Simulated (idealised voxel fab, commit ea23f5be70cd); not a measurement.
The following process module bears the name voxel wiring stack.
Section shown: cut. Width: 215 nm. Cell size: 5 nm, square.
Square cells in a grid make up a cross-section in this document, and the grid is given as bands, listed from the top down, each one or more rows of cells.
For a band, the entry starts with two heights in nm, that of the top and then that of the bottom, and carries on with the band's materials in order from left to right, each alongside its width in nm; the word "everywhere" beside a single material means it fills the band edge to edge, and "air" means empty space.
Note: height 0 marks the level under which the wafer is uniformly one material as received. Lowest band unbounded below, written "top 0, no bottom".
Width: "30->40" (first number = top row, second number = bottom row, same change from row to row of cells).
Step marked "remained unchanged"? Then no cell in the cross-section changed in it.
"Sealed-off cavities" specifies each empty space that is not open to the top and that occupies no fewer than 8 cells, using the form width x height at distance, the distance measured from the left edge and all three quantities in nm.
If you see something after the settings on a step's line, that's the simulator's own remark about that step.
You can add "overlay nm" to a step's line. For a step with a mask, it describes how far the mask lay to the right of its planned position, and a negative number describes a lay to the left.
Here's what the planned process steps look like:
1 RECEIVE [material Si]
2 CONFORMAL_DEP [material SiO2] [thk nm 10]
3 CONFORMAL_DEP [material SiN] [thk nm 5]
4 DIRECTIONAL_DEP [material SiO2] [thk nm 25]
5 DIRECTIONAL_DEP [material aC] [thk nm 15]
6 PATTERN [tone open] [mask id METAL_1] [material resist] [width nm 30] [pitch nm 50] [thk nm 30] [overlay nm 0]
7 DIRECTIONAL_ETCH [etch materials aC] [depth nm 15]
8 STRIP [etch materials resist]
9 DIRECTIONAL_ETCH [etch materials SiO2] [depth nm 25]
10 DIRECTIONAL_ETCH [etch materials SiN] [depth nm 5]
11 STRIP [etch materials aC]
12 CONFORMAL_DEP [material TiN] [thk nm 5]
13 FILL_DEP [material Cu] [thk nm 5]
14 CMP [height nm 40]
15 CONFORMAL_DEP [material SiCN] [thk nm 5]
16 DIRECTIONAL_DEP [material SiO2] [thk nm 35]
17 DIRECTIONAL_DEP [material aC] [thk nm 15]
18 PATTERN [tone open] [mask id METAL_2] [material resist] [width nm 30] [pitch nm 50] [thk nm 35] [overlay nm 0]
19 DIRECTIONAL_ETCH [etch materials aC] [depth nm 15]
20 STRIP [etch materials resist]
21 DIRECTIONAL_ETCH [etch materials SiO2] [depth nm 20]
22 STRIP [etch materials aC]
23 MASKED_ETCH [tone open] [mask id METAL_2_HOLES] [width nm 15] [pitch nm 100] [etch materials SiO2] [depth nm 15] [overlay nm 0]
24 MASKED_ETCH [tone open] [mask id METAL_2_HOLES] [width nm 15] [pitch nm 100] [etch materials SiCN] [depth nm 5] [overlay nm 0]
25 CONFORMAL_DEP [material TiN] [thk nm 5]
26 FILL_DEP [material Cu] [thk nm 5]
27 CMP [height nm 80]
28 CONFORMAL_DEP [material SiCN] [thk nm 5]
29 DIRECTIONAL_DEP [material SiO2] [thk nm 15]
30 MASKED_ETCH [tone open] [mask id PLUG_2] [width nm 15] [pitch nm 50] [etch materials SiO2] [depth nm 15] [overlay nm 0]
31 MASKED_ETCH [tone open] [mask id PLUG_2] [width nm 15] [pitch nm 50] [etch materials SiCN] [depth nm 5] [overlay nm 0]
32 CONFORMAL_DEP [material TiN] [thk nm 5]
33 FILL_DEP [material Ru] [thk nm 10]
34 CMP [height nm 100]
35 CONFORMAL_DEP [material SiCN] [thk nm 5]
36 DIRECTIONAL_DEP [material SiO2] [thk nm 20]
37 DIRECTIONAL_DEP [material aC] [thk nm 15]
38 PATTERN [tone open] [mask id METAL_3] [material resist] [width nm 30] [pitch nm 50] [thk nm 35] [overlay nm 0]
39 DIRECTIONAL_ETCH [etch materials aC] [depth nm 15]
40 STRIP [etch materials resist]
41 DIRECTIONAL_ETCH [etch materials SiO2] [depth nm 20]
42 DIRECTIONAL_ETCH [etch materials SiCN] [depth nm 5]
43 STRIP [etch materials aC]
44 CONFORMAL_DEP [material TiN] [thk nm 5]
45 FILL_DEP [material Cu] [thk nm 5]
46 CMP [height nm 125]
47 CONFORMAL_DEP [material SiCN] [thk nm 5]
48 DIRECTIONAL_DEP [material lowk] [thk nm 10]
49 PATTERN [tone open] [mask id PLUG_3] [material resist] [width nm 15] [pitch nm 50] [thk nm 15] [overlay nm 0]
50 DIRECTIONAL_ETCH [etch materials lowk] [depth nm 10]
51 DIRECTIONAL_ETCH [etch materials SiCN] [depth nm 5]
52 STRIP [etch materials resist]
53 CONFORMAL_DEP [material TiN] [thk nm 5]
54 FILL_DEP [material Ru] [thk nm 10]
55 CMP [height nm 140]
56 DIRECTIONAL_DEP [material TiN] [thk nm 5]
57 DIRECTIONAL_DEP [material W] [thk nm 20]
58 DIRECTIONAL_DEP [material aC] [thk nm 10]
59 PATTERN [tone cover] [mask id METAL_4] [material resist] [width nm 30] [pitch nm 50] [thk nm 25] [overlay nm 0]
60 DIRECTIONAL_ETCH [etch materials aC] [depth nm 10]
61 STRIP [etch materials resist]
62 DIRECTIONAL_ETCH [etch materials W] [depth nm 20]
63 DIRECTIONAL_ETCH [etch materials TiN] [depth nm 5]
64 STRIP [etch materials aC]
65 CONFORMAL_DEP [material SiCN] [thk nm 5]
66 FILL_DEP [material SiO2] [thk nm 10]
67 CMP [height nm 165]
68 CONFORMAL_DEP [material SiN] [thk nm 5]
The cross-section here shows the wafer as received, i.e. in its state after step 1:
    top 0, no bottom = Si everywhere
    Sealed-off cavities: none
Final cross-section, module run with one mistake (start and plan as above):
    top 170, bottom 165 = SiN everywhere
    top 165, bottom 145 = 10 SiO2 / 5 SiCN / 30 W / 5 SiCN / 10 SiO2 / 5 SiCN / 30 W / 5 SiCN / 10 SiO2 / 5 SiCN / 30 W / 5 SiCN / 10 SiO2 / 5 SiCN / 30 W / 5 SiCN / 15 SiO2
    top 145, bottom 140 = 15 SiCN / 30 TiN / 20 SiCN / 30 TiN / 20 SiCN / 30 TiN / 20 SiCN / 30 TiN / 20 SiCN
    top 140, bottom 130 = 15 lowk / 5 TiN / 5 Ru / 5 TiN / 35 lowk / 5 TiN / 5 Ru / 5 TiN / 35 lowk / 5 TiN / 5 Ru / 5 TiN / 35 lowk / 5 TiN / 5 Ru / 5 TiN / 35 lowk
    top 130, bottom 125 = 15 SiCN / 15 TiN / 35 SiCN / 15 TiN / 35 SiCN / 15 TiN / 35 SiCN / 15 TiN / 35 SiCN
    top 125, bottom 105 = W everywhere
    top 105, bottom 100 = SiCN everywhere
    top 100, bottom 85 = 15 SiO2 / 5 TiN / 5 Ru / 5 TiN / 35 SiO2 / 5 TiN / 5 Ru / 5 TiN / 35 SiO2 / 5 TiN / 5 Ru / 5 TiN / 35 SiO2 / 5 TiN / 5 Ru / 5 TiN / 35 SiO2
    top 85, bottom 80 = 15 SiCN / 15 TiN / 35 SiCN / 15 TiN / 35 SiCN / 15 TiN / 35 SiCN / 15 TiN / 35 SiCN
    top 80, bottom 65 = 15 SiO2 / 5 TiN / 20 Cu / 5 TiN / 20 SiO2 / 5 TiN / 20 Cu / 5 TiN / 20 SiO2 / 5 TiN / 20 Cu / 5 TiN / 20 SiO2 / 5 TiN / 20 Cu / 5 TiN / 20 SiO2
    top 65, bottom 60 = 15 SiO2 / 5 TiN / 5 Cu / 20 TiN / 20 SiO2 / 30 TiN / 20 SiO2 / 5 TiN / 5 Cu / 20 TiN / 20 SiO2 / 30 TiN / 20 SiO2
    top 60, bottom 45 = 15 SiO2 / 5 TiN / 5 Cu / 5 TiN / 85 SiO2 / 5 TiN / 5 Cu / 5 TiN / 85 SiO2
    top 45, bottom 40 = 15 SiCN / 15 TiN / 85 SiCN / 15 TiN / 85 SiCN
    top 40, bottom 15 = 15 SiO2 / 5 TiN / 20 Cu / 5 TiN / 20 SiO2 / 5 TiN / 20 Cu / 5 TiN / 20 SiO2 / 5 TiN / 20 Cu / 5 TiN / 20 SiO2 / 5 TiN / 20 Cu / 5 TiN / 20 SiO2
    top 15, bottom 10 = 15 SiN / 30 TiN / 20 SiN / 30 TiN / 20 SiN / 30 TiN / 20 SiN / 30 TiN / 20 SiN
    top 10, bottom 0 = SiO2 everywhere
    top 0, no bottom = Si everywhere
    Sealed-off cavities: none
Deviation from plan: so step 36 ended up running with a different setting than we planned, it ran as DIRECTIONAL_DEP [material W] [thk nm 20]
